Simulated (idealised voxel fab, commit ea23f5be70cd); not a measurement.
You're looking at the process module voxel fin reveal.
Shown is cross-section cut, with a width of 200 nm and square cells of size 5 nm.
Notation: cross-section as square-cell grid; stated in bands, top first, going down; one or more cell rows per band.
In this notation a band is specified by the heights of its top and bottom, in that order and in nm, after which its materials appear from left to right, each paired with its width in nm. The word "all across" attached to a single material means that material fills the band from edge to edge; the word "blank" stands for empty space.
The reference from which all heights are counted is 0, the level beneath which the as-received wafer is entirely one material; the lowest band, having no lower bound, proceeds downward and is written after the example "0 and below".
Graded width ("30..40"): value in top row of band = first number; value in bottom row = second number; row-to-row change constant.
What does "no change occurred" mean for a step? It means no cell of the cross-section changed in that step.
Closed-off voids of 8+ cells (no open route to the top) go in "Catalogued sealed voids", written width x height at distance from the left edge, in nm.
Note: text after step settings on the step line = simulator remark on that step.
The setting "overlay nm" may be written on the line of a step. When the step uses a mask, the value reports how far to the right of the planned place the mask lay, and a negative value reports that it lay to the left.
-- Process steps (planned)
| 1 | op RECEIVE | material Si |
| 2 | op CONFORMAL_DEP | material SiN | thk nm 5 |
| 3 | op PATTERN | tone cover | mask id FINS | material resist | width nm 15 | pitch nm 45 | thk nm 20 | overlay nm 0 |
| 4 | op DIRECTIONAL_ETCH | etch materials SiN | depth nm 5 |
| 5 | op DIRECTIONAL_ETCH | etch materials Si | depth nm 35 |
| 6 | op STRIP | etch materials resist |
| 7 | op FILL_DEP | material SiO2 | thk nm 5 |
| 8 | op CMP | height nm 5 |
| 9 | op SELECTIVE_ETCH | etch materials SiO2 | depth nm 20 |
| 10 | op STRIP | etch materials SiN |
| 11 | op CONFORMAL_DEP | material HfO2 | thk nm 5 |
-- As received (post step 1): cross-section
	0 and below  Si all across
	Catalogued sealed voids: none
-- Cross-section taken at module completion on the first of two wafers; processed per the plan
	5 down to 0  65 blank, 25 HfO2, 20 blank, 25 HfO2, 65 blank
	0 down to -10  65 blank, 5 HfO2, 15 Si, 5 HfO2, 20 blank, 5 HfO2, 15 Si, 5 HfO2, 65 blank
	-10 down to -15  70 HfO2, 15 Si, 30 HfO2, 15 Si, 70 HfO2
	-15 down to -35  70 SiO2, 15 Si, 30 SiO2, 15 Si, 70 SiO2
	-35 and below  Si all across
	Catalogued sealed voids: none
-- This is the second of the two wafers, cross-sectioned at the end of the module; it started exactly like the first and was given the same plan, but it was run with one mistake
	5 down to 0  75 HfO2, 5 blank, 40 HfO2, 5 blank, 75 HfO2
	0 down to -10  70 Si, 5 HfO2, 5 blank, 5 HfO2, 30 Si, 5 HfO2, 5 blank, 5 HfO2, 70 Si
	-10 down to -15  70 Si, 15 HfO2, 30 Si, 15 HfO2, 70 Si
	-15 down to -35  70 Si, 15 SiO2, 30 Si, 15 SiO2, 70 Si
	-35 and below  Si all across
	Catalogued sealed voids: none
Want to know what went wrong? planned and actual differ for step 3; actual: op PATTERN | tone open | mask id FINS | material resist | width nm 15 | pitch nm 45 | thk nm 20 | overlay nm 0
Count the cells at the end and the second wafer has more or fewer of some materials than the first: Si: 196 more | SiO2: 112 fewer
